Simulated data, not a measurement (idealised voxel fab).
process module | voxel ribs on slabs
cross-section cut | 140 nm wide | cells 5 nm
A cross-section is a grid of square cells, given in bands from the top down. A band is one or more rows of cells.
Each band's line starts with the height of the band's top and of its bottom, in nm. Then come its materials from left to right, each with its width in nm. One material with "throughout" fills the band from edge to edge. "air" is empty space.
Height 0 is the level under which the wafer as received is all one material. The lowest band goes on downwards, as in "0 down".
A width such as "30 to 40" changes by the same amount from each row of cells to the next, from the band's top row to its bottom row.
"no change" after a step means that no cell of the cross-section changed.
closed voids: empty space of 8 cells or more with no open way to the top, each as width x height at its distance from the left edge, in nm
after a step's settings: what the simulator itself notes on the step
overlay nm, on a step with a mask: how far to the right of its planned place the mask lay; to the left if negative
plan
1 op RECEIVE | material Si
2 op DIRECTIONAL_DEP | material SiO2 | thk nm 20
3 op DIRECTIONAL_DEP | material polySi | thk nm 20
4 op DIRECTIONAL_DEP | material aC | thk nm 10
5 op PATTERN | tone cover | mask id RIB | material resist | width nm 20 | thk nm 30 | overlay nm 0
6 op DIRECTIONAL_ETCH | etch materials aC | depth nm 10
7 op STRIP | etch materials resist
8 op DIRECTIONAL_ETCH | etch materials polySi | depth nm 15
9 op STRIP | etch materials aC
10 op MASKED_ETCH | tone cover | mask id SLAB | width nm 50 | etch materials polySi | depth nm 5 | overlay nm 0
11 op FILL_DEP | material SiO2 | thk nm 20
12 op CMP | height nm 55
13 op DIRECTIONAL_DEP | material W | thk nm 10
14 op MASKED_ETCH | tone cover | mask id HEATER | width nm 30 | etch materials W | depth nm 10 | overlay nm 0
15 op CONFORMAL_DEP | material SiN | thk nm 5
first wafer, as planned
as received, after step 1
  0 down: Si throughout
  closed voids: none
after step 2
  20 to 0: SiO2 throughout
  below 0: unchanged
after step 3
  40 to 20: polySi throughout
  below 20: unchanged
after step 4
  50 to 40: aC throughout
  below 40: unchanged
after step 5
  80 to 50: air 60 | resist 20 | air 60
  below 50: unchanged
after step 6
  70 to 50: air 60 | resist 20 | air 60
  50 to 40: air 60 | aC 20 | air 60
  below 40: unchanged
after step 7
  50 to 40: air 60 | aC 20 | air 60
  below 40: unchanged
after step 8
  50 to 40: air 60 | aC 20 | air 60
  40 to 25: air 60 | polySi 20 | air 60
  below 25: unchanged
after step 9
  40 to 25: air 60 | polySi 20 | air 60
  below 25: unchanged
after step 10
  40 to 25: air 60 | polySi 20 | air 60
  25 to 20: air 45 | polySi 50 | air 45
  below 20: unchanged
after step 11
  60 to 40: SiO2 throughout
  40 to 25: SiO2 60 | polySi 20 | SiO2 60
  25 to 20: SiO2 45 | polySi 50 | SiO2 45
  below 20: unchanged
after step 12
  55 to 40: SiO2 throughout
  below 40: unchanged
after step 13
  65 to 55: W throughout
  below 55: unchanged
after step 14
  65 to 55: air 55 | W 30 | air 55
  below 55: unchanged
after step 15
  70 to 65: air 50 | SiN 40 | air 50
  65 to 60: air 50 | SiN 5 | W 30 | SiN 5 | air 50
  60 to 55: SiN 55 | W 30 | SiN 55
  below 55: unchanged
second wafer: like start, like plan, one mistake. Through step 14 it matches the first wafer
when step 15 should have ended: no change
what went wrong: step 15 was left out
at the end the second wafer has, in cells: 32 fewer of SiN
